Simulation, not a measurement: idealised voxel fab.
The following is a process module called voxel trench capacitor.
We display cut, a cross-section 245 nm in width whose square cells are each 5 nm.
If you're reading a cross-section in this doc, picture square cells in a grid; it comes to you as bands, top ones listed first down to the bottom, and a band can be one or more rows of cells.
Read a band's entry like this: the first values are the height of its top and the height of its bottom in nm, and what follows is the sequence of materials from left to right, each with its width in nm. Note that "air" is empty space, and that a single material marked "edge to edge" reaches across the band from edge to edge.
The level at which height equals 0 is the one under which the wafer, as it arrives, is entirely one material. No lower edge exists for the bottom band, which continues downward and is notated as in "from 0 down".
Note: "30->40" means the width goes from the first number (top row of the band) to the second number (bottom row) in equal steps per row of cells.
No cell of the cross-section changed in a step that is given as "remains unaltered".
In "Fully closed voids" the enclosed voids are listed, meaning empty spaces of 8 cells or larger without any opening to the top. The form is width x height at distance, distance from the left edge, units nm.
Past the settings on a step's line: simulator remark, on that step.
The "overlay nm" setting may appear on a step's line; for a step that uses a mask, it gives how far to the right of its planned position the mask lay, and a negative value indicates the left.
List of planned process steps:
1 RECEIVE,material Si
2 CONFORMAL_DEP,material SiN,thk nm 10
3 PATTERN,tone open,mask id TRENCH,material resist,width nm 15,pitch nm 55,thk nm 20,overlay nm 0
4 DIRECTIONAL_ETCH,etch materials SiN,depth nm 10
5 DIRECTIONAL_ETCH,etch materials Si,depth nm 25
6 STRIP,etch materials resist
7 CONFORMAL_DEP,material Al2O3,thk nm 5
8 CONFORMAL_DEP,material TiN,thk nm 5
9 FILL_DEP,material W,thk nm 10
10 CMP,height nm 10
It is noted that the wafers described herein are identical at the outset and are distinguished by the width nm of step 3; the value stated in the plan corresponds to the first wafer.
Step 1 complete: as-received cross-section of the first of several wafers:
	from 0 down | Si edge to edge
	Fully closed voids: none
Rows = wafers. At module end, each row lists per material the cells gained (+) or lost (-) since the wafer was received, then the closed voids:
width nm 15; +45 Al2O3; -45 Si; +80 SiN; +18 TiN; Fully closed voids: none
width nm 20; +48 Al2O3; -60 Si; +74 SiN; +36 TiN; Fully closed voids: none
width nm 25; +51 Al2O3; -75 Si; +68 SiN; +39 TiN; +15 W; Fully closed voids: none
width nm 30; +54 Al2O3; -90 Si; +62 SiN; +42 TiN; +30 W; Fully closed voids: none
width nm 35; +57 Al2O3; -105 Si; +56 SiN; +45 TiN; +45 W; Fully closed voids: none
width nm 40; +60 Al2O3; -120 Si; +50 SiN; +48 TiN; +60 W; Fully closed voids: none
